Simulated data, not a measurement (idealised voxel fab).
process module | voxel trench capacitor
cross-section cut | 205 nm wide | cells 5 nm
A cross-section is a grid of square cells, given in bands from the top down. A band is one or more rows of cells.
Each band's line starts with the height of the band's top and of its bottom, in nm. Then come its materials from left to right, each with its width in nm. One material with "throughout" fills the band from edge to edge. "air" is empty space.
Height 0 is the level under which the wafer as received is all one material. The lowest band goes on downwards, as in "0 down".
A width such as "30 to 40" changes by the same amount from each row of cells to the next, from the band's top row to its bottom row.
"no change" after a step means that no cell of the cross-section changed.
closed voids: empty space of 8 cells or more with no open way to the top, each as width x height at its distance from the left edge, in nm
after a step's settings: what the simulator itself notes on the step
overlay nm, on a step with a mask: how far to the right of its planned place the mask lay; to the left if negative
plan
1 op RECEIVE | material Si
2 op CONFORMAL_DEP | material SiN | thk nm 10
3 op PATTERN | tone open | mask id TRENCH | material resist | width nm 20 | pitch nm 50 | thk nm 15 | overlay nm 0
4 op DIRECTIONAL_ETCH | etch materials SiN | depth nm 10
5 op DIRECTIONAL_ETCH | etch materials Si | depth nm 35
6 op STRIP | etch materials resist
7 op CONFORMAL_DEP | material Al2O3 | thk nm 5
8 op FILL_DEP | material polySi | thk nm 10
9 op CMP | height nm 10
as received, after step 1
  0 down: Si throughout
  closed voids: none
first wafer at the end, as planned
  10 to 0: SiN 15 | Al2O3 5 | polySi 10 | Al2O3 5 | SiN 30 | Al2O3 5 | polySi 10 | Al2O3 5 | SiN 30 | Al2O3 5 | polySi 10 | Al2O3 5 | SiN 30 | Al2O3 5 | polySi 10 | Al2O3 5 | SiN 20
  0 to -30: Si 15 | Al2O3 5 | polySi 10 | Al2O3 5 | Si 30 | Al2O3 5 | polySi 10 | Al2O3 5 | Si 30 | Al2O3 5 | polySi 10 | Al2O3 5 | Si 30 | Al2O3 5 | polySi 10 | Al2O3 5 | Si 20
  -30 to -35: Si 15 | Al2O3 20 | Si 30 | Al2O3 20 | Si 30 | Al2O3 20 | Si 30 | Al2O3 20 | Si 20
  -35 down: Si throughout
  closed voids: none
second wafer at the end: like start, like plan, one mistake
  10 to 0: Al2O3 throughout
  0 down: Si throughout
  closed voids: none
what went wrong: step 2 ran as: op CONFORMAL_DEP | material Al2O3 | thk nm 10
at the end the second wafer has, in cells: 2 more of Al2O3 | 112 more of Si | 50 fewer of SiN | 64 fewer of polySi
